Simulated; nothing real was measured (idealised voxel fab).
You're looking at the process module voxel trench capacitor.
Section shown: cut. Width: 255 nm. Cell size: 5 nm, square.
In this document a cross-section is written as a grid of square cells. It is given as a series of bands, listed from the top down, and a band is one or more rows of cells. Each band's line starts with the height of the band's top and of its bottom, in nm. Then come its materials from left to right, each with its width in nm. One material with "edge to edge" fills the band from edge to edge. "air" is empty space. A quick word on heights: they are counted from 0, and under that level the wafer as it came to us is one material throughout. The lowest band is different from the rest in having no bottom; it simply continues downward, written as in "0..down". Graded width ("30 to 40"): value in top row of band = first number; value in bottom row = second number; row-to-row change constant. Any step labelled "nothing was modified" changed none of the cells in the cross-section. Closed-off voids of 8+ cells (no open route to the top) go in "Enclosed void entries", written width x height at distance from the left edge, in nm. Where a step's line continues beyond its settings, the continuation is a remark by the simulator itself on that step. The optional step-line setting "overlay nm" applies to steps with a mask and quantifies how far to the right of its planned location the mask lay, a negative value indicating leftward placement.

-- List of planned process steps
1: RECEIVE, material Si
2: CONFORMAL_DEP, material SiN, thk nm 5
3: PATTERN, tone open, mask id TRENCH, material resist, width nm 25, pitch nm 40, thk nm 20, overlay nm 0
4: DIRECTIONAL_ETCH, etch materials SiN, depth nm 5
5: DIRECTIONAL_ETCH, etch materials Si, depth nm 30
6: STRIP, etch materials resist
7: CONFORMAL_DEP, material HfO2, thk nm 5
8: CONFORMAL_DEP, material TiN, thk nm 5
9: FILL_DEP, material W, thk nm 5
10: CMP, height nm 5

-- Wafer cross-section on receipt, i.e. after step 1
* 0..down | Si edge to edge
* Enclosed void entries: none

-- Wafer cross-section at end of module: start and plan as shown above, one execution error
* 5..0 | 100 SiN, then 5 TiN, then 5 W, then 5 TiN, then 25 SiN, then 5 TiN, then 5 W, then 5 TiN, then 100 SiN
* 0..-20 | 95 Si, then 5 SiN, then 5 TiN, then 5 W, then 5 TiN, then 5 SiN, then 15 Si, then 5 SiN, then 5 TiN, then 5 W, then 5 TiN, then 5 SiN, then 95 Si
* -20..-25 | 95 Si, then 5 SiN, then 15 TiN, then 5 SiN, then 15 Si, then 5 SiN, then 15 TiN, then 5 SiN, then 95 Si
* -25..-30 | 95 Si, then 25 SiN, then 15 Si, then 25 SiN, then 95 Si
* -30..down | Si edge to edge
* Enclosed void entries: none
So what did we get wrong on this run? note that step 7 departed from the planned setting and was carried out as CONFORMAL_DEP, material SiN, thk nm 5
